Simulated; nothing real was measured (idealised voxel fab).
process module | voxel lift off
cross-section cut | 285 nm wide | cells 5 nm
A cross-section is a grid of square cells, given in bands from the top down. A band is one or more rows of cells.
Each band's line starts with the height of the band's top and of its bottom, in nm. Then come its materials from left to right, each with its width in nm. One material with "throughout" fills the band from edge to edge. "air" is empty space.
Height 0 is the level under which the wafer as received is all one material. The lowest band goes on downwards, as in "0 down".
A width such as "30 to 40" changes by the same amount from each row of cells to the next, from the band's top row to its bottom row.
"no change" after a step means that no cell of the cross-section changed.
closed voids: empty space of 8 cells or more with no open way to the top, each as width x height at its distance from the left edge, in nm
after a step's settings: what the simulator itself notes on the step
overlay nm, on a step with a mask: how far to the right of its planned place the mask lay; to the left if negative
plan
1 op RECEIVE | material Si
2 op CONFORMAL_DEP | material SiO2 | thk nm 15
3 op PATTERN | tone open | mask id LINES | material resist | width nm 25 | pitch nm 40 | thk nm 20 | overlay nm 0
4 op DIRECTIONAL_DEP | material Ru | thk nm 10
5 op STRIP | etch materials resist
6 op CONFORMAL_DEP | material SiN | thk nm 5
varied across the wafers: thk nm of step 6. The plan shows the first wafer's value. All wafers start alike
first wafer as received, after step 1
  0 down: Si throughout
  closed voids: none
each wafer at the end: cells of each material gained (+) or lost (-) since it was received, then its closed voids
thk nm 5 | +20 Ru | +65 SiN | +171 SiO2 | closed voids: none
thk nm 10 | +20 Ru | +128 SiN | +171 SiO2 | closed voids: none
thk nm 15 | +20 Ru | +189 SiN | +171 SiO2 | closed voids: none
thk nm 20 | +20 Ru | +250 SiN | +171 SiO2 | closed voids: none
thk nm 25 | +20 Ru | +311 SiN | +171 SiO2 | closed voids: none
